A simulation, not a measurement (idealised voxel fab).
Herein follows the process module entitled voxel self aligned vias.
Cross-section cut spans 225 nm and uses square cells 5 nm in size.
Cross-section, as written here: a square-cell grid given band by band from the top down, where a band holds one or more rows of cells.
Heights first: top, then bottom, in nm. Then materials, left to right, each with a width in nm. "edge to edge" on a single material: fills the band edge to edge. "air": empty space.
Counting heights begins at 0, where everything beneath is, in the wafer as received, one material. The lowest band has no bottom; it goes on downwards, as "0 -> down" shows.
Width "30 to 40": first value at the band's top row of cells, second value at its bottom row, equal change from row to row.
"stayed the same" means the step left every cell of the cross-section as it was.
"Enclosed voids" - sealed voids, min. 8 cells, no opening to top; format: width x height at distance (distance from left edge; nm throughout).
Text after the settings on a step's line: the simulator's own remark on that step.
If you see "overlay nm" on a step's line and that step has a mask, it's telling you how far right of where it was planned the mask ended up; a negative number means it went left instead.
How should the pairs below be read? Each gives the cross-section before one process step and the cross-section after it, the latter drawn only to the lowest band that changed; the step that lies between them, with its settings, appears under the pair. Does a pair pick up where the pair above left off? Only where its entry headed "Prior to processing" says so, since pairs can come from different runs of this module on the same starting wafer.
**Prior to processing**
- 0 -> down: Si edge to edge
- Enclosed voids: none
**Post-Process View**
- 10 -> 0: SiO2 edge to edge
- Below 0, no change.
- Enclosed voids: none
Looking at the two cross-sections above, the step in the middle is CONFORMAL_DEP | material SiO2 | thk nm 10
Prior to processing: refer to the pair immediately above; the cross-section shown after its step is the state before this one.
**Post-Process View**
- 15 -> 10: SiCN edge to edge
- Below 10, no change.
- Enclosed voids: none
Looking at the two cross-sections above, the step in the middle is CONFORMAL_DEP | material SiCN | thk nm 5
Prior to processing: refer to the pair immediately above; the cross-section shown after its step is the state before this one.
**Post-Process View**
- 45 -> 15: lowk edge to edge
- Below 15, no change.
- Enclosed voids: none
Looking at the two cross-sections above, the step in the middle is DIRECTIONAL_DEP | material lowk | thk nm 30
Prior to processing: refer to the pair immediately above; the cross-section shown after its step is the state before this one.
**Post-Process View**
- 45 -> 15: 60 lowk, then 30 air, then 40 lowk, then 30 air, then 65 lowk
- Below 15, no change.
- Enclosed voids: none
Looking at the two cross-sections above, the step in the middle is MASKED_ETCH | tone open | mask id LINES | width nm 30 | pitch nm 70 | etch materials lowk | depth nm 30 | overlay nm 0
Prior to processing: refer to the pair immediately above; the cross-section shown after its step is the state before this one.
**Post-Process View**
- 50 -> 45: 65 TiN, then 20 air, then 50 TiN, then 20 air, then 70 TiN
- 45 -> 20: 60 lowk, then 5 TiN, then 20 air, then 5 TiN, then 40 lowk, then 5 TiN, then 20 air, then 5 TiN, then 65 lowk
- 20 -> 15: 60 lowk, then 30 TiN, then 40 lowk, then 30 TiN, then 65 lowk
- Below 15, no change.
- Enclosed voids: none
Looking at the two cross-sections above, the step in the middle is CONFORMAL_DEP | material TiN | thk nm 5
Prior to processing: refer to the pair immediately above; the cross-section shown after its step is the state before this one.
**Post-Process View**
- 60 -> 50: W edge to edge
- 50 -> 45: 65 TiN, then 20 W, then 50 TiN, then 20 W, then 70 TiN
- 45 -> 20: 60 lowk, then 5 TiN, then 20 W, then 5 TiN, then 40 lowk, then 5 TiN, then 20 W, then 5 TiN, then 65 lowk
- Below 20, no change.
- Enclosed voids: none
Looking at the two cross-sections above, the step in the middle is FILL_DEP | material W | thk nm 10
Prior to processing: refer to the pair immediately above; the cross-section shown after its step is the state before this one.
**Post-Process View**
- 45 -> 20: 60 lowk, then 5 TiN, then 20 W, then 5 TiN, then 40 lowk, then 5 TiN, then 20 W, then 5 TiN, then 65 lowk
- Below 20, no change.
- Enclosed voids: none
Looking at the two cross-sections above, the step in the middle is CMP | height nm 45
Prior to processing: refer to the pair immediately above; the cross-section shown after its step is the state before this one.
**Post-Process View**
- 45 -> 35: 60 lowk, then 30 air, then 40 lowk, then 30 air, then 65 lowk
- Below 35, no change.
- Enclosed voids: none
Looking at the two cross-sections above, the step in the middle is SELECTIVE_ETCH | etch materials W Ru TiN | depth nm 10
Prior to processing: refer to the pair immediately above; the cross-section shown after its step is the state before this one.
**Post-Process View**
- 55 -> 45: SiN edge to edge
- 45 -> 35: 60 lowk, then 30 SiN, then 40 lowk, then 30 SiN, then 65 lowk
- Below 35, no change.
- Enclosed voids: none
Looking at the two cross-sections above, the step in the middle is FILL_DEP | material SiN | thk nm 10
Prior to processing: refer to the pair immediately above; the cross-section shown after its step is the state before this one.
**Post-Process View**
- 45 -> 35: 60 lowk, then 30 SiN, then 40 lowk, then 30 SiN, then 65 lowk
- Below 35, no change.
- Enclosed voids: none
Looking at the two cross-sections above, the step in the middle is CMP | height nm 45
Prior to processing: refer to the pair immediately above; the cross-section shown after its step is the state before this one.
**Post-Process View**
- 60 -> 45: lowk edge to edge
- Below 45, no change.
- Enclosed voids: none
Looking at the two cross-sections above, the step in the middle is DIRECTIONAL_DEP | material lowk | thk nm 15
Prior to processing: refer to the pair immediately above; the cross-section shown after its step is the state before this one.
**Post-Process View**
- 60 -> 45: 55 lowk, then 40 air, then 30 lowk, then 40 air, then 60 lowk
- Below 45, no change.
- Enclosed voids: none
Looking at the two cross-sections above, the step in the middle is MASKED_ETCH | tone open | mask id VIAS | width nm 40 | pitch nm 70 | etch materials lowk | depth nm 15 | overlay nm 0
Prior to processing: refer to the pair immediately above; the cross-section shown after its step is the state before this one.
**Post-Process View**
- 60 -> 45: 55 lowk, then 40 air, then 30 lowk, then 40 air, then 60 lowk
- 45 -> 35: 60 lowk, then 30 air, then 40 lowk, then 30 air, then 65 lowk
- Below 35, no change.
- Enclosed voids: none
Looking at the two cross-sections above, the step in the middle is MASKED_ETCH | tone open | mask id VIAS | width nm 40 | pitch nm 70 | etch materials SiN | depth nm 10 | overlay nm 0
Prior to processing: refer to the pair immediately above; the cross-section shown after its step is the state before this one.
**Post-Process View**
- 65 -> 60: 60 TiN, then 30 air, then 40 TiN, then 30 air, then 65 TiN
- 60 -> 50: 55 lowk, then 5 TiN, then 30 air, then 5 TiN, then 30 lowk, then 5 TiN, then 30 air, then 5 TiN, then 60 lowk
- 50 -> 40: 55 to 60 lowk, then 10 to 5 TiN, then 20 air, then 10 to 5 TiN, then 30 to 40 lowk, then 10 to 5 TiN, then 20 air, then 10 to 5 TiN, then 60 to 65 lowk
- 40 -> 35: 60 lowk, then 30 TiN, then 40 lowk, then 30 TiN, then 65 lowk
- Below 35, no change.
- Enclosed voids: none
Looking at the two cross-sections above, the step in the middle is CONFORMAL_DEP | material TiN | thk nm 5
Prior to processing: refer to the pair immediately above; the cross-section shown after its step is the state before this one.
**Post-Process View**
- 70 -> 65: W edge to edge
- 65 -> 60: 60 TiN, then 30 W, then 40 TiN, then 30 W, then 65 TiN
- 60 -> 50: 55 lowk, then 5 TiN, then 30 W, then 5 TiN, then 30 lowk, then 5 TiN, then 30 W, then 5 TiN, then 60 lowk
- 50 -> 40: 55 to 60 lowk, then 10 to 5 TiN, then 20 W, then 10 to 5 TiN, then 30 to 40 lowk, then 10 to 5 TiN, then 20 W, then 10 to 5 TiN, then 60 to 65 lowk
- Below 40, no change.
- Enclosed voids: none
Looking at the two cross-sections above, the step in the middle is FILL_DEP | material W | thk nm 5
Prior to processing: refer to the pair immediately above; the cross-section shown after its step is the state before this one.
**Post-Process View**
- 60 -> 50: 55 lowk, then 5 TiN, then 30 W, then 5 TiN, then 30 lowk, then 5 TiN, then 30 W, then 5 TiN, then 60 lowk
- Below 50, no change.
- Enclosed voids: none
Looking at the two cross-sections above, the step in the middle is CMP | height nm 60
Prior to processing: refer to the pair immediately above; the cross-section shown after its step is the state before this one.
**Post-Process View**
- 65 -> 60: SiCN edge to edge
- Below 60, no change.
- Enclosed voids: none
Looking at the two cross-sections above, the step in the middle is CONFORMAL_DEP | material SiCN | thk nm 5
**Prior to processing**
- 0 -> down: Si edge to edge
- Enclosed voids: none
**Post-Process View**
- 5 -> 0: SiCN edge to edge
- Below 0, no change.
- Enclosed voids: none
Looking at the two cross-sections above, the step in the middle is CONFORMAL_DEP | material SiCN | thk nm 5
Prior to processing: refer to the pair immediately above; the cross-section shown after its step is the state before this one.
**Post-Process View**
- 35 -> 5: lowk edge to edge
- Below 5, no change.
- Enclosed voids: none
Looking at the two cross-sections above, the step in the middle is DIRECTIONAL_DEP | material lowk | thk nm 30
Prior to processing: refer to the pair immediately above; the cross-section shown after its step is the state before this one.
**Post-Process View**
- 35 -> 5: 60 lowk, then 30 air, then 40 lowk, then 30 air, then 65 lowk
- Below 5, no change.
- Enclosed voids: none
Looking at the two cross-sections above, the step in the middle is MASKED_ETCH | tone open | mask id LINES | width nm 30 | pitch nm 70 | etch materials lowk | depth nm 30 | overlay nm 0
Prior to processing: refer to the pair immediately above; the cross-section shown after its step is the state before this one.
**Post-Process View**
- 40 -> 35: 65 TiN, then 20 air, then 50 TiN, then 20 air, then 70 TiN
- 35 -> 10: 60 lowk, then 5 TiN, then 20 air, then 5 TiN, then 40 lowk, then 5 TiN, then 20 air, then 5 TiN, then 65 lowk
- 10 -> 5: 60 lowk, then 30 TiN, then 40 lowk, then 30 TiN, then 65 lowk
- Below 5, no change.
- Enclosed voids: none
Looking at the two cross-sections above, the step in the middle is CONFORMAL_DEP | material TiN | thk nm 5
Prior to processing: refer to the pair immediately above; the cross-section shown after its step is the state before this one.
**Post-Process View**
- 50 -> 40: W edge to edge
- 40 -> 35: 65 TiN, then 20 W, then 50 TiN, then 20 W, then 70 TiN
- 35 -> 10: 60 lowk, then 5 TiN, then 20 W, then 5 TiN, then 40 lowk, then 5 TiN, then 20 W, then 5 TiN, then 65 lowk
- Below 10, no change.
- Enclosed voids: none
Looking at the two cross-sections above, the step in the middle is FILL_DEP | material W | thk nm 10
Prior to processing: refer to the pair immediately above; the cross-section shown after its step is the state before this one.
**Post-Process View**
- 45 -> 40: W edge to edge
- Below 40, no change.
- Enclosed voids: none
Looking at the two cross-sections above, the step in the middle is CMP | height nm 45
Prior to processing: refer to the pair immediately above; the cross-section shown after its step is the state before this one.
**Post-Process View**
- 35 -> 10: 60 lowk, then 5 TiN, then 20 W, then 5 TiN, then 40 lowk, then 5 TiN, then 20 W, then 5 TiN, then 65 lowk
- Below 10, no change.
- Enclosed voids: none
Looking at the two cross-sections above, the step in the middle is SELECTIVE_ETCH | etch materials W Ru TiN | depth nm 10
Prior to processing: refer to the pair immediately above; the cross-section shown after its step is the state before this one.
**Post-Process View**
- 45 -> 35: SiN edge to edge
- Below 35, no change.
- Enclosed voids: none
Looking at the two cross-sections above, the step in the middle is FILL_DEP | material SiN | thk nm 10
Prior to processing: refer to the pair immediately above; the cross-section shown after its step is the state before this one.
**Post-Process View**
- 60 -> 45: lowk edge to edge
- Below 45, no change.
- Enclosed voids: none
Looking at the two cross-sections above, the step in the middle is DIRECTIONAL_DEP | material lowk | thk nm 15
Prior to processing: refer to the pair immediately above; the cross-section shown after its step is the state before this one.
**Post-Process View**
- 60 -> 45: 55 lowk, then 40 air, then 30 lowk, then 40 air, then 60 lowk
- Below 45, no change.
- Enclosed voids: none
Looking at the two cross-sections above, the step in the middle is MASKED_ETCH | tone open | mask id VIAS | width nm 40 | pitch nm 70 | etch materials lowk | depth nm 15 | overlay nm 0
Prior to processing: refer to the pair immediately above; the cross-section shown after its step is the state before this one.
**Post-Process View**
- 60 -> 45: 55 lowk, then 40 air, then 30 lowk, then 40 air, then 60 lowk
- 45 -> 35: 55 SiN, then 40 air, then 30 SiN, then 40 air, then 60 SiN
- Below 35, no change.
- Enclosed voids: none
Looking at the two cross-sections above, the step in the middle is MASKED_ETCH | tone open | mask id VIAS | width nm 40 | pitch nm 70 | etch materials SiN | depth nm 10 | overlay nm 0
Prior to processing: refer to the pair immediately above; the cross-section shown after its step is the state before this one.
**Post-Process View**
- 65 -> 60: 60 TiN, then 30 air, then 40 TiN, then 30 air, then 65 TiN
- 60 -> 45: 55 lowk, then 5 TiN, then 30 air, then 5 TiN, then 30 lowk, then 5 TiN, then 30 air, then 5 TiN, then 60 lowk
- 45 -> 40: 55 SiN, then 5 TiN, then 30 air, then 5 TiN, then 30 SiN, then 5 TiN, then 30 air, then 5 TiN, then 60 SiN
- 40 -> 35: 55 SiN, then 40 TiN, then 30 SiN, then 40 TiN, then 60 SiN
- Below 35, no change.
- Enclosed voids: none
Looking at the two cross-sections above, the step in the middle is CONFORMAL_DEP | material TiN | thk nm 5
Prior to processing: refer to the pair immediately above; the cross-section shown after its step is the state before this one.
**Post-Process View**
- 70 -> 65: W edge to edge
- 65 -> 60: 60 TiN, then 30 W, then 40 TiN, then 30 W, then 65 TiN
- 60 -> 45: 55 lowk, then 5 TiN, then 30 W, then 5 TiN, then 30 lowk, then 5 TiN, then 30 W, then 5 TiN, then 60 lowk
- 45 -> 40: 55 SiN, then 5 TiN, then 30 W, then 5 TiN, then 30 SiN, then 5 TiN, then 30 W, then 5 TiN, then 60 SiN
- Below 40, no change.
- Enclosed voids: none
Looking at the two cross-sections above, the step in the middle is FILL_DEP | material W | thk nm 5
Prior to processing: refer to the pair immediately above; the cross-section shown after its step is the state before this one.
**Post-Process View**
- 60 -> 45: 55 lowk, then 5 TiN, then 30 W, then 5 TiN, then 30 lowk, then 5 TiN, then 30 W, then 5 TiN, then 60 lowk
- Below 45, no change.
- Enclosed voids: none
Looking at the two cross-sections above, the step in the middle is CMP | height nm 60
Prior to processing: refer to the pair immediately above; the cross-section shown after its step is the state before this one.
**Post-Process View**
- 65 -> 60: SiCN edge to edge
- Below 60, no change.
- Enclosed voids: none
Looking at the two cross-sections above, the step in the middle is CONFORMAL_DEP | material SiCN | thk nm 5
**Prior to processing**
- 60 -> 45: 55 lowk, then 40 air, then 30 lowk, then 40 air, then 60 lowk
- 45 -> 35: 60 lowk, then 30 SiN, then 40 lowk, then 30 SiN, then 65 lowk
- 35 -> 20: 60 lowk, then 5 TiN, then 20 W, then 5 TiN, then 40 lowk, then 5 TiN, then 20 W, then 5 TiN, then 65 lowk
- 20 -> 15: 60 lowk, then 30 TiN, then 40 lowk, then 30 TiN, then 65 lowk
- 15 -> 10: SiCN edge to edge
- 10 -> 0: SiO2 edge to edge
- 0 -> down: Si edge to edge
- Enclosed voids: none
**Post-Process View**
- 60 -> 45: 55 lowk, then 40 air, then 30 lowk, then 40 air, then 60 lowk
- 45 -> 35: 55 lowk, then 5 air, then 30 SiN, then 5 air, then 30 lowk, then 5 air, then 30 SiN, then 5 air, then 60 lowk
- 35 -> 30: 55 lowk, then 5 air, then 5 TiN, then 20 W, then 5 TiN, then 5 air, then 30 lowk, then 5 air, then 5 TiN, then 20 W, then 5 TiN, then 5 air, then 60 lowk
- Below 30, no change.
- Enclosed voids: none
Looking at the two cross-sections above, the step in the middle is MASKED_ETCH | tone open | mask id VIAS | width nm 40 | pitch nm 70 | etch materials lowk | depth nm 15 | overlay nm 0
Prior to processing: refer to the pair immediately above; the cross-section shown after its step is the state before this one.
**Post-Process View**
- 60 -> 35: 55 lowk, then 40 air, then 30 lowk, then 40 air, then 60 lowk
- Below 35, no change.
- Enclosed voids: none
Looking at the two cross-sections above, the step in the middle is MASKED_ETCH | tone open | mask id VIAS | width nm 40 | pitch nm 70 | etch materials SiN | depth nm 10 | overlay nm 0
Prior to processing: refer to the pair immediately above; the cross-section shown after its step is the state before this one.
**Post-Process View**
- 65 -> 60: 60 TiN, then 30 air, then 40 TiN, then 30 air, then 65 TiN
- 60 -> 40: 55 lowk, then 5 TiN, then 30 air, then 5 TiN, then 30 lowk, then 5 TiN, then 30 air, then 5 TiN, then 60 lowk
- 40 -> 35: 55 lowk, then 40 TiN, then 30 lowk, then 40 TiN, then 60 lowk
- 35 -> 30: 55 lowk, then 10 TiN, then 20 W, then 10 TiN, then 30 lowk, then 10 TiN, then 20 W, then 10 TiN, then 60 lowk
- Below 30, no change.
- Enclosed voids: none
Looking at the two cross-sections above, the step in the middle is CONFORMAL_DEP | material TiN | thk nm 5
Prior to processing: refer to the pair immediately above; the cross-section shown after its step is the state before this one.
**Post-Process View**
- 70 -> 65: W edge to edge
- 65 -> 60: 60 TiN, then 30 W, then 40 TiN, then 30 W, then 65 TiN
- 60 -> 40: 55 lowk, then 5 TiN, then 30 W, then 5 TiN, then 30 lowk, then 5 TiN, then 30 W, then 5 TiN, then 60 lowk
- Below 40, no change.
- Enclosed voids: none
Looking at the two cross-sections above, the step in the middle is FILL_DEP | material W | thk nm 5
Prior to processing: refer to the pair immediately above; the cross-section shown after its step is the state before this one.
**Post-Process View**
- 60 -> 40: 55 lowk, then 5 TiN, then 30 W, then 5 TiN, then 30 lowk, then 5 TiN, then 30 W, then 5 TiN, then 60 lowk
- Below 40, no change.
- Enclosed voids: none
Looking at the two cross-sections above, the step in the middle is CMP | height nm 60
Prior to processing: refer to the pair immediately above; the cross-section shown after its step is the state before this one.
**Post-Process View**
- 65 -> 60: SiCN edge to edge
- Below 60, no change.
- Enclosed voids: none
Looking at the two cross-sections above, the step in the middle is CONFORMAL_DEP | material SiCN | thk nm 5
**Prior to processing**
- 10 -> 0: SiO2 edge to edge
- 0 -> down: Si edge to edge
- Enclosed voids: none
**Post-Process View**
- 40 -> 10: lowk edge to edge
- Below 10, no change.
- Enclosed voids: none
Looking at the two cross-sections above, the step in the middle is DIRECTIONAL_DEP | material lowk | thk nm 30
Prior to processing: refer to the pair immediately above; the cross-section shown after its step is the state before this one.
**Post-Process View**
- 45 -> 40: SiCN edge to edge
- Below 40, no change.
- Enclosed voids: none
Looking at the two cross-sections above, the step in the middle is CONFORMAL_DEP | material SiCN | thk nm 5
Prior to processing: refer to the pair immediately above; the cross-section shown after its step is the state before this one.
**Post-Process View**
- 50 -> 45: TiN edge to edge
- Below 45, no change.
- Enclosed voids: none
Looking at the two cross-sections above, the step in the middle is CONFORMAL_DEP | material TiN | thk nm 5
Prior to processing: refer to the pair immediately above; the cross-section shown after its step is the state before this one.
**Post-Process View**
- 60 -> 50: W edge to edge
- Below 50, no change.
- Enclosed voids: none
Looking at the two cross-sections above, the step in the middle is FILL_DEP | material W | thk nm 10
Prior to processing: refer to the pair immediately above; the cross-section shown after its step is the state before this one.
**Post-Process View**
- 45 -> 40: SiCN edge to edge
- Below 40, no change.
- Enclosed voids: none
Looking at the two cross-sections above, the step in the middle is CMP | height nm 45
Prior to processing: refer to the pair immediately above; the cross-section shown after its step is the state before this one.
**Post-Process View**
- 55 -> 45: SiN edge to edge
- Below 45, no change.
- Enclosed voids: none
Looking at the two cross-sections above, the step in the middle is FILL_DEP | material SiN | thk nm 10
Prior to processing: refer to the pair immediately above; the cross-section shown after its step is the state before this one.
**Post-Process View**
- 45 -> 40: SiCN edge to edge
- Below 40, no change.
- Enclosed voids: none
Looking at the two cross-sections above, the step in the middle is CMP | height nm 45
Prior to processing: refer to the pair immediately above; the cross-section shown after its step is the state before this one.
**Post-Process View**
- 60 -> 45: lowk edge to edge
- Below 45, no change.
- Enclosed voids: none
Looking at the two cross-sections above, the step in the middle is DIRECTIONAL_DEP | material lowk | thk nm 15
Prior to processing: refer to the pair immediately above; the cross-section shown after its step is the state before this one.
**Post-Process View**
- 60 -> 45: 55 lowk, then 40 air, then 30 lowk, then 40 air, then 60 lowk
- Below 45, no change.
- Enclosed voids: none
Looking at the two cross-sections above, the step in the middle is MASKED_ETCH | tone open | mask id VIAS | width nm 40 | pitch nm 70 | etch materials lowk | depth nm 15 | overlay nm 0
Prior to processing: refer to the pair immediately above; the cross-section shown after its step is the state before this one.
**Post-Process View**
- 65 -> 60: 60 TiN, then 30 air, then 40 TiN, then 30 air, then 65 TiN
- 60 -> 50: 55 lowk, then 5 TiN, then 30 air, then 5 TiN, then 30 lowk, then 5 TiN, then 30 air, then 5 TiN, then 60 lowk
- 50 -> 45: 55 lowk, then 40 TiN, then 30 lowk, then 40 TiN, then 60 lowk
- Below 45, no change.
- Enclosed voids: none
Looking at the two cross-sections above, the step in the middle is CONFORMAL_DEP | material TiN | thk nm 5
Prior to processing: refer to the pair immediately above; the cross-section shown after its step is the state before this one.
**Post-Process View**
- 70 -> 65: W edge to edge
- 65 -> 60: 60 TiN, then 30 W, then 40 TiN, then 30 W, then 65 TiN
- 60 -> 50: 55 lowk, then 5 TiN, then 30 W, then 5 TiN, then 30 lowk, then 5 TiN, then 30 W, then 5 TiN, then 60 lowk
- Below 50, no change.
- Enclosed voids: none
Looking at the two cross-sections above, the step in the middle is FILL_DEP | material W | thk nm 5
Prior to processing: refer to the pair immediately above; the cross-section shown after its step is the state before this one.
**Post-Process View**
- 60 -> 50: 55 lowk, then 5 TiN, then 30 W, then 5 TiN, then 30 lowk, then 5 TiN, then 30 W, then 5 TiN, then 60 lowk
- Below 50, no change.
- Enclosed voids: none
Looking at the two cross-sections above, the step in the middle is CMP | height nm 60
Prior to processing: refer to the pair immediately above; the cross-section shown after its step is the state before this one.
**Post-Process View**
- 65 -> 60: SiCN edge to edge
- Below 60, no change.
- Enclosed voids: none
Looking at the two cross-sections above, the step in the middle is CONFORMAL_DEP | material SiCN | thk nm 5
**Prior to processing**
- 45 -> 20: 60 lowk, then 5 TiN, then 20 W, then 5 TiN, then 40 lowk, then 5 TiN, then 20 W, then 5 TiN, then 65 lowk
- 20 -> 15: 60 lowk, then 30 TiN, then 40 lowk, then 30 TiN, then 65 lowk
- 15 -> 10: SiCN edge to edge
- 10 -> 0: SiO2 edge to edge
- 0 -> down: Si edge to edge
- Enclosed voids: none
**Post-Process View**
- 45 -> 30: 60 lowk, then 30 air, then 40 lowk, then 30 air, then 65 lowk
- Below 30, no change.
- Enclosed voids: none
Looking at the two cross-sections above, the step in the middle is SELECTIVE_ETCH | etch materials W Ru TiN | depth nm 15
Prior to processing: refer to the pair immediately above; the cross-section shown after its step is the state before this one.
**Post-Process View**
- 55 -> 45: SiN edge to edge
- 45 -> 30: 60 lowk, then 30 SiN, then 40 lowk, then 30 SiN, then 65 lowk
- Below 30, no change.
- Enclosed voids: none
Looking at the two cross-sections above, the step in the middle is FILL_DEP | material SiN | thk nm 10
Prior to processing: refer to the pair immediately above; the cross-section shown after its step is the state before this one.
**Post-Process View**
- 45 -> 30: 60 lowk, then 30 SiN, then 40 lowk, then 30 SiN, then 65 lowk
- Below 30, no change.
- Enclosed voids: none
Looking at the two cross-sections above, the step in the middle is CMP | height nm 45
Prior to processing: refer to the pair immediately above; the cross-section shown after its step is the state before this one.
**Post-Process View**
- 60 -> 45: lowk edge to edge
- Below 45, no change.
- Enclosed voids: none
Looking at the two cross-sections above, the step in the middle is DIRECTIONAL_DEP | material lowk | thk nm 15
Prior to processing: refer to the pair immediately above; the cross-section shown after its step is the state before this one.
**Post-Process View**
- 60 -> 45: 55 lowk, then 40 air, then 30 lowk, then 40 air, then 60 lowk
- Below 45, no change.
- Enclosed voids: none
Looking at the two cross-sections above, the step in the middle is MASKED_ETCH | tone open | mask id VIAS | width nm 40 | pitch nm 70 | etch materials lowk | depth nm 15 | overlay nm 0
Prior to processing: refer to the pair immediately above; the cross-section shown after its step is the state before this one.
**Post-Process View**
- 60 -> 45: 55 lowk, then 40 air, then 30 lowk, then 40 air, then 60 lowk
- 45 -> 35: 60 lowk, then 30 air, then 40 lowk, then 30 air, then 65 lowk
- Below 35, no change.
- Enclosed voids: none
Looking at the two cross-sections above, the step in the middle is MASKED_ETCH | tone open | mask id VIAS | width nm 40 | pitch nm 70 | etch materials SiN | depth nm 10 | overlay nm 0
Prior to processing: refer to the pair immediately above; the cross-section shown after its step is the state before this one.
**Post-Process View**
- 65 -> 60: 60 TiN, then 30 air, then 40 TiN, then 30 air, then 65 TiN
- 60 -> 50: 55 lowk, then 5 TiN, then 30 air, then 5 TiN, then 30 lowk, then 5 TiN, then 30 air, then 5 TiN, then 60 lowk
- 50 -> 40: 55 to 60 lowk, then 10 to 5 TiN, then 20 air, then 10 to 5 TiN, then 30 to 40 lowk, then 10 to 5 TiN, then 20 air, then 10 to 5 TiN, then 60 to 65 lowk
- 40 -> 35: 60 lowk, then 30 TiN, then 40 lowk, then 30 TiN, then 65 lowk
- Below 35, no change.
- Enclosed voids: none
Looking at the two cross-sections above, the step in the middle is CONFORMAL_DEP | material TiN | thk nm 5
Prior to processing: refer to the pair immediately above; the cross-section shown after its step is the state before this one.
**Post-Process View**
- 70 -> 65: W edge to edge
- 65 -> 60: 60 TiN, then 30 W, then 40 TiN, then 30 W, then 65 TiN
- 60 -> 50: 55 lowk, then 5 TiN, then 30 W, then 5 TiN, then 30 lowk, then 5 TiN, then 30 W, then 5 TiN, then 60 lowk
- 50 -> 40: 55 to 60 lowk, then 10 to 5 TiN, then 20 W, then 10 to 5 TiN, then 30 to 40 lowk, then 10 to 5 TiN, then 20 W, then 10 to 5 TiN, then 60 to 65 lowk
- Below 40, no change.
- Enclosed voids: none
Looking at the two cross-sections above, the step in the middle is FILL_DEP | material W | thk nm 5
Prior to processing: refer to the pair immediately above; the cross-section shown after its step is the state before this one.
**Post-Process View**
- 60 -> 50: 55 lowk, then 5 TiN, then 30 W, then 5 TiN, then 30 lowk, then 5 TiN, then 30 W, then 5 TiN, then 60 lowk
- Below 50, no change.
- Enclosed voids: none
Looking at the two cross-sections above, the step in the middle is CMP | height nm 60
Prior to processing: refer to the pair immediately above; the cross-section shown after its step is the state before this one.
**Post-Process View**
- 65 -> 60: SiCN edge to edge
- Below 60, no change.
- Enclosed voids: none
Looking at the two cross-sections above, the step in the middle is CONFORMAL_DEP | material SiCN | thk nm 5
**Prior to processing**
- 45 -> 15: lowk edge to edge
- 15 -> 10: SiCN edge to edge
- 10 -> 0: SiO2 edge to edge
- 0 -> down: Si edge to edge
- Enclosed voids: none
**Post-Process View**
- 45 -> 15: 60 lowk, then 35 air, then 35 lowk, then 35 air, then 60 lowk
- Below 15, no change.
- Enclosed voids: none
Looking at the two cross-sections above, the step in the middle is MASKED_ETCH | tone open | mask id LINES | width nm 35 | pitch nm 70 | etch materials lowk | depth nm 30 | overlay nm 0
Prior to processing: refer to the pair immediately above; the cross-section shown after its step is the state before this one.
**Post-Process View**
- 50 -> 45: 65 TiN, then 25 air, then 45 TiN, then 25 air, then 65 TiN
- 45 -> 20: 60 lowk, then 5 TiN, then 25 air, then 5 TiN, then 35 lowk, then 5 TiN, then 25 air, then 5 TiN, then 60 lowk
- 20 -> 15: 60 lowk, then 35 TiN, then 35 lowk, then 35 TiN, then 60 lowk
- Below 15, no change.
- Enclosed voids: none
Looking at the two cross-sections above, the step in the middle is CONFORMAL_DEP | material TiN | thk nm 5
Prior to processing: refer to the pair immediately above; the cross-section shown after its step is the state before this one.
**Post-Process View**
- 60 -> 50: W edge to edge
- 50 -> 45: 65 TiN, then 25 W, then 45 TiN, then 25 W, then 65 TiN
- 45 -> 20: 60 lowk, then 5 TiN, then 25 W, then 5 TiN, then 35 lowk, then 5 TiN, then 25 W, then 5 TiN, then 60 lowk
- Below 20, no change.
- Enclosed voids: none
Looking at the two cross-sections above, the step in the middle is FILL_DEP | material W | thk nm 10
Prior to processing: refer to the pair immediately above; the cross-section shown after its step is the state before this one.
**Post-Process View**
- 45 -> 20: 60 lowk, then 5 TiN, then 25 W, then 5 TiN, then 35 lowk, then 5 TiN, then 25 W, then 5 TiN, then 60 lowk
- Below 20, no change.
- Enclosed voids: none
Looking at the two cross-sections above, the step in the middle is CMP | height nm 45
Prior to processing: refer to the pair immediately above; the cross-section shown after its step is the state before this one.
**Post-Process View**
- 45 -> 35: 60 lowk, then 35 air, then 35 lowk, then 35 air, then 60 lowk
- Below 35, no change.
- Enclosed voids: none
Looking at the two cross-sections above, the step in the middle is SELECTIVE_ETCH | etch materials W Ru TiN | depth nm 10
Prior to processing: refer to the pair immediately above; the cross-section shown after its step is the state before this one.
**Post-Process View**
- 55 -> 45: SiN edge to edge
- 45 -> 35: 60 lowk, then 35 SiN, then 35 lowk, then 35 SiN, then 60 lowk
- Below 35, no change.
- Enclosed voids: none
Looking at the two cross-sections above, the step in the middle is FILL_DEP | material SiN | thk nm 10
Prior to processing: refer to the pair immediately above; the cross-section shown after its step is the state before this one.
**Post-Process View**
- 45 -> 35: 60 lowk, then 35 SiN, then 35 lowk, then 35 SiN, then 60 lowk
- Below 35, no change.
- Enclosed voids: none
Looking at the two cross-sections above, the step in the middle is CMP | height nm 45
Prior to processing: refer to the pair immediately above; the cross-section shown after its step is the state before this one.
**Post-Process View**
- 60 -> 45: lowk edge to edge
- Below 45, no change.
- Enclosed voids: none
Looking at the two cross-sections above, the step in the middle is DIRECTIONAL_DEP | material lowk | thk nm 15
Prior to processing: refer to the pair immediately above; the cross-section shown after its step is the state before this one.
**Post-Process View**
- 60 -> 45: 55 lowk, then 40 air, then 30 lowk, then 40 air, then 60 lowk
- Below 45, no change.
- Enclosed voids: none
Looking at the two cross-sections above, the step in the middle is MASKED_ETCH | tone open | mask id VIAS | width nm 40 | pitch nm 70 | etch materials lowk | depth nm 15 | overlay nm 0
Prior to processing: refer to the pair immediately above; the cross-section shown after its step is the state before this one.
**Post-Process View**
- 60 -> 45: 55 lowk, then 40 air, then 30 lowk, then 40 air, then 60 lowk
- 45 -> 35: 60 lowk, then 35 air, then 35 lowk, then 35 air, then 60 lowk
- Below 35, no change.
- Enclosed voids: none
Looking at the two cross-sections above, the step in the middle is MASKED_ETCH | tone open | mask id VIAS | width nm 40 | pitch nm 70 | etch materials SiN | depth nm 10 | overlay nm 0
Prior to processing: refer to the pair immediately above; the cross-section shown after its step is the state before this one.
**Post-Process View**
- 65 -> 60: 60 TiN, then 30 air, then 40 TiN, then 30 air, then 65 TiN
- 60 -> 50: 55 lowk, then 5 TiN, then 30 air, then 5 TiN, then 30 lowk, then 5 TiN, then 30 air, then 5 TiN, then 60 lowk
- 50 -> 40: 55 to 60 lowk, then 10 to 5 TiN, then 25 air, then 5 TiN, then 30 to 35 lowk, then 10 to 5 TiN, then 25 air, then 5 TiN, then 60 lowk
- 40 -> 35: 60 lowk, then 35 TiN, then 35 lowk, then 35 TiN, then 60 lowk
- Below 35, no change.
- Enclosed voids: none
Looking at the two cross-sections above, the step in the middle is CONFORMAL_DEP | material TiN | thk nm 5
